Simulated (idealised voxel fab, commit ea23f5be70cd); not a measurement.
Process module under the name voxel fin reveal
We display cut, a cross-section 200 nm in width whose square cells are each 5 nm.
The cross-sections in this document take the form of a grid made of square cells. They are written out as bands, in order from top to bottom. Each band consists of one or more rows of cells.
Band entry format. Leading values: height of top, height of bottom, nm. Remainder: materials in left-to-right order, each with its width in nm. Special words: "all across" on a single material, which then fills the band edge to edge; "air", empty space.
Beneath 0, the wafer as received is one material, and that level is where height counting begins. The lowest band goes on downward without a bottom; it is written like "z 0 and below".
Per-row width for "30..40": begins at first number (top row of band), ends at second number (bottom row), increment between rows held constant.
The designation "all unchanged", where it is given for a processing step, indicates that no cell of the cross-section was altered in the course of that step.
You'll see "Catalogued sealed voids" listing empty spaces that have no way open to the top, as long as they're 8 cells or more; the notation is width x height at distance, where the distance is from the left edge, and all of it is in nm.
Step line, after settings: the simulator's comment on this step.
The "overlay nm" setting may appear on a step's line; for a step that uses a mask, it gives how far to the right of its planned position the mask lay, and a negative value indicates the left.

These are the steps we planned for the process
1,RECEIVE, material Si
2,CONFORMAL_DEP, material SiN, thk nm 10
3,MASKED_ETCH, tone cover, mask id FINS, width nm 15, pitch nm 45, etch materials SiN, depth nm 10, overlay nm 0
4,MASKED_ETCH, tone cover, mask id FINS, width nm 15, pitch nm 45, etch materials Si, depth nm 40, overlay nm 0
5,OXIDIZE, depth nm 5
6,FILL_DEP, material SiO2, thk nm 10
7,CMP, height nm 10
8,SELECTIVE_ETCH, etch materials SiO2, depth nm 40
9,STRIP, etch materials SiN

The following pertains to the first of two wafers, which was processed as planned

Cross-section: wafer on arrival = after step 1
- z 0 and below | Si all across
- Catalogued sealed voids: none

You're looking at a cross-section of the wafer after step 2
- z 10 to 0 | SiN all across
- Anything lower than 0 is untouched.

You're looking at a cross-section of the wafer after step 3
- z 10 to 0 | air 70 / SiN 15 / air 30 / SiN 15 / air 70
- Anything lower than 0 is untouched.

You're looking at a cross-section of the wafer after step 4
- z 10 to 0 | air 70 / SiN 15 / air 30 / SiN 15 / air 70
- z 0 to -40 | air 70 / Si 15 / air 30 / Si 15 / air 70
- Anything lower than -40 is untouched.

You're looking at a cross-section of the wafer after step 5
- z 10 to 0 | air 70 / SiN 15 / air 30 / SiN 15 / air 70
- z 0 to -40 | air 70 / SiO2 5 / Si 5 / SiO2 5 / air 30 / SiO2 5 / Si 5 / SiO2 5 / air 70
- z -40 to -45 | SiO2 75 / Si 5 / SiO2 40 / Si 5 / SiO2 75
- Anything lower than -45 is untouched.

You're looking at a cross-section of the wafer after step 6
- z 20 to 10 | SiO2 all across
- z 10 to 0 | SiO2 70 / SiN 15 / SiO2 30 / SiN 15 / SiO2 70
- z 0 to -45 | SiO2 75 / Si 5 / SiO2 40 / Si 5 / SiO2 75
- Anything lower than -45 is untouched.

You're looking at a cross-section of the wafer after step 7
- z 10 to 0 | SiO2 70 / SiN 15 / SiO2 30 / SiN 15 / SiO2 70
- Anything lower than 0 is untouched.

You're looking at a cross-section of the wafer after step 8
- z 10 to 0 | air 70 / SiN 15 / air 30 / SiN 15 / air 70
- z 0 to -30 | air 75 / Si 5 / air 40 / Si 5 / air 75
- Anything lower than -30 is untouched.

You're looking at a cross-section of the wafer after step 9
- z 0 to -30 | air 75 / Si 5 / air 40 / Si 5 / air 75
- Anything lower than -30 is untouched.

Wafer two of two - same starting point, same process plan, one mistake in execution; matches wafer one up to and including step 3

Second wafer at the planned finish of step 4, seen in cross-section
- z 10 to 0 | air 70 / SiN 15 / air 30 / SiN 15 / air 70
- z 0 to -40 | air 65 / Si 25 / air 20 / Si 25 / air 65
- Anything lower than -40 is untouched.

Second wafer at the planned finish of step 5, seen in cross-section
- z 10 to 0 | air 70 / SiN 15 / air 30 / SiN 15 / air 70
- z 0 to -5 | air 65 / SiO2 10 / Si 5 / SiO2 10 / air 20 / SiO2 10 / Si 5 / SiO2 10 / air 65
- z -5 to -40 | air 65 / SiO2 5 / Si 15 / SiO2 5 / air 20 / SiO2 5 / Si 15 / SiO2 5 / air 65
- z -40 to -45 | SiO2 70 / Si 15 / SiO2 30 / Si 15 / SiO2 70
- Anything lower than -45 is untouched.

Second wafer at the planned finish of step 6, seen in cross-section
- z 20 to 10 | SiO2 all across
- z 10 to 0 | SiO2 70 / SiN 15 / SiO2 30 / SiN 15 / SiO2 70
- z 0 to -5 | SiO2 75 / Si 5 / SiO2 40 / Si 5 / SiO2 75
- z -5 to -45 | SiO2 70 / Si 15 / SiO2 30 / Si 15 / SiO2 70
- Anything lower than -45 is untouched.

Second wafer at the planned finish of step 7, seen in cross-section
- z 10 to 0 | SiO2 70 / SiN 15 / SiO2 30 / SiN 15 / SiO2 70
- Anything lower than 0 is untouched.

Second wafer at the planned finish of step 8, seen in cross-section
- z 10 to 0 | air 70 / SiN 15 / air 30 / SiN 15 / air 70
- z 0 to -5 | air 75 / Si 5 / air 40 / Si 5 / air 75
- z -5 to -30 | air 70 / Si 15 / air 30 / Si 15 / air 70
- Anything lower than -30 is untouched.

Second wafer at the planned finish of step 9, seen in cross-section
- z 0 to -5 | air 75 / Si 5 / air 40 / Si 5 / air 75
- Anything lower than -5 is untouched.
Deviation from plan: step 4 went in with a setting other than planned; the actual run was MASKED_ETCH, tone cover, mask id FINS, width nm 25, pitch nm 45, etch materials Si, depth nm 40, overlay nm 0
Looking at both finished wafers in cells, the second ends up ahead of or behind the first on some materials: Si +32 | SiO2 -12
